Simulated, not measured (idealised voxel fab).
Name of the process module below: voxel wiring stack
FYI the section here is cut, 175 nm wide, cells are 5 nm squares.
Heads up, the way a cross-section reads in here is a grid of square cells, handed over as bands from the top down, with every band being one or more rows of cells. Quick guide to a band line: top height, bottom height (nm) up front; then every material left to right with its width in nm. Only one material and it's marked "full width"? Then it fills the band edge to edge. And "air" just means empty space. Note: height 0 marks the level under which the wafer is uniformly one material as received. Lowest band unbounded below, written "0 nm and below". Note: "30..40" means the width goes from the first number (top row of the band) to the second number (bottom row) in equal steps per row of cells. Take "everything unchanged" at face value: in the step it is given for, the cross-section changed in none of its cells. Internal closed voids: empty space of 8 cells or more with no open way to the top, each as width x height at its distance from the left edge, in nm. after a step's settings: what the simulator itself notes on the step. "overlay nm", when on a step's line for a step with a mask, measures how far to the right of its planned place the mask lay; a negative measure means to the left.

### Process steps (planned)
1. RECEIVE (material Si)
2. CONFORMAL_DEP (material SiO2; thk nm 15)
3. DIRECTIONAL_DEP (material TiN; thk nm 5)
4. DIRECTIONAL_DEP (material W; thk nm 15)
5. DIRECTIONAL_DEP (material aC; thk nm 10)
6. PATTERN (tone cover; mask id METAL_1; material resist; width nm 25; pitch nm 55; thk nm 25; overlay nm 0)
7. DIRECTIONAL_ETCH (etch materials aC; depth nm 10)
8. STRIP (etch materials resist)
9. DIRECTIONAL_ETCH (etch materials W; depth nm 15)
10. DIRECTIONAL_ETCH (etch materials TiN; depth nm 5)
11. STRIP (etch materials aC)
12. CONFORMAL_DEP (material SiCN; thk nm 5)
13. FILL_DEP (material SiO2; thk nm 5)
14. CMP (height nm 35)
15. CONFORMAL_DEP (material SiCN; thk nm 5)
16. DIRECTIONAL_DEP (material lowk; thk nm 30)
17. MASKED_ETCH (tone open; mask id METAL_2_HOLES; width nm 15; etch materials lowk; depth nm 30; overlay nm 0)
18. MASKED_ETCH (tone open; mask id METAL_2; width nm 25; pitch nm 55; etch materials lowk; depth nm 20; overlay nm 0)
19. MASKED_ETCH (tone open; mask id METAL_2; width nm 25; pitch nm 55; etch materials SiCN; depth nm 5; overlay nm 0)
20. CONFORMAL_DEP (material TiN; thk nm 5)
21. FILL_DEP (material Cu; thk nm 10)
22. CMP (height nm 70)
23. CONFORMAL_DEP (material SiN; thk nm 5)

### as received, after step 1
0 nm and below  Si full width
Internal closed voids: none

### Cross-section, first of two wafers, end of module, run as planned
75 nm to 70 nm  SiN full width
70 nm to 55 nm  45 lowk  5 TiN  15 Cu  5 TiN  30 lowk  5 TiN  15 Cu  5 TiN  50 lowk
55 nm to 50 nm  45 lowk  5 TiN  5 Cu  15 TiN  30 lowk  25 TiN  50 lowk
50 nm to 40 nm  45 lowk  5 TiN  5 Cu  5 TiN  115 lowk
40 nm to 35 nm  45 SiCN  15 TiN  115 SiCN
35 nm to 20 nm  40 SiO2  5 SiCN  25 W  5 SiCN  20 SiO2  5 SiCN  25 W  5 SiCN  45 SiO2
20 nm to 15 nm  45 SiCN  25 TiN  30 SiCN  25 TiN  50 SiCN
15 nm to 0 nm  SiO2 full width
0 nm and below  Si full width
Internal closed voids: none

### So this is wafer number two of the two, cut at the end of the module - it started where the first did and had the same plan, we just got one thing wrong running it
75 nm to 70 nm  SiN full width
70 nm to 55 nm  45 lowk  5 TiN  10 Cu  5 TiN  40 lowk  5 TiN  5 Cu  5 TiN  55 lowk
55 nm to 50 nm  45 lowk  5 TiN  5 Cu  10 TiN  40 lowk  15 TiN  55 lowk
50 nm to 40 nm  45 lowk  5 TiN  5 Cu  5 TiN  115 lowk
40 nm to 35 nm  45 SiCN  15 TiN  115 SiCN
35 nm to 20 nm  40 SiO2  5 SiCN  25 W  5 SiCN  20 SiO2  5 SiCN  25 W  5 SiCN  45 SiO2
20 nm to 15 nm  45 SiCN  25 TiN  30 SiCN  25 TiN  50 SiCN
15 nm to 0 nm  SiO2 full width
0 nm and below  Si full width
Internal closed voids: none
What broke from the plan during processing? the process deviated at step 18: the operation and settings actually run there were MASKED_ETCH (tone open; mask id METAL_2; width nm 15; pitch nm 55; etch materials lowk; depth nm 20; overlay nm 0)
End check, counted in cells, second wafer has more or fewer of these materials than the first: Cu -9 | TiN -3 | lowk +12
